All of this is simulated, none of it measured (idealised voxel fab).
process module | voxel lift off
cross-section cut | 275 nm wide | cells 5 nm
A cross-section is a grid of square cells, given in bands from the top down. A band is one or more rows of cells.
Each band's line starts with the height of the band's top and of its bottom, in nm. Then come its materials from left to right, each with its width in nm. One material with "throughout" fills the band from edge to edge. "air" is empty space.
Height 0 is the level under which the wafer as received is all one material. The lowest band goes on downwards, as in "0 down".
A width such as "30 to 40" changes by the same amount from each row of cells to the next, from the band's top row to its bottom row.
"no change" after a step means that no cell of the cross-section changed.
closed voids: empty space of 8 cells or more with no open way to the top, each as width x height at its distance from the left edge, in nm
after a step's settings: what the simulator itself notes on the step
overlay nm, on a step with a mask: how far to the right of its planned place the mask lay; to the left if negative
plan
1 op RECEIVE | material Si
2 op CONFORMAL_DEP | material Al2O3 | thk nm 5
3 op PATTERN | tone open | mask id LINES | material resist | width nm 25 | pitch nm 45 | thk nm 25 | overlay nm 0
4 op DIRECTIONAL_DEP | material Ru | thk nm 10
5 op STRIP | etch materials resist
6 op CONFORMAL_DEP | material SiCN | thk nm 10
as received, after step 1
  0 down: Si throughout
  closed voids: none
first wafer at the end, as planned
  25 to 15: air 70 | SiCN 135 | air 70
  15 to 5: SiCN 80 | Ru 25 | SiCN 20 | Ru 25 | SiCN 20 | Ru 25 | SiCN 80
  5 to 0: Al2O3 throughout
  0 down: Si throughout
  closed voids: none
second wafer at the end: like start, like plan, one mistake
  25 to 15: air 70 | SiCN 140 | air 65
  15 to 5: SiCN 80 | Ru 30 | SiCN 15 | Ru 30 | SiCN 15 | Ru 30 | SiCN 75
  5 to 0: Al2O3 throughout
  0 down: Si throughout
  closed voids: none
what went wrong: step 3 ran as: op PATTERN | tone open | mask id LINES | material resist | width nm 30 | pitch nm 45 | thk nm 25 | overlay nm 0
at the end the second wafer has, in cells: 6 more of Ru | 4 fewer of SiCN
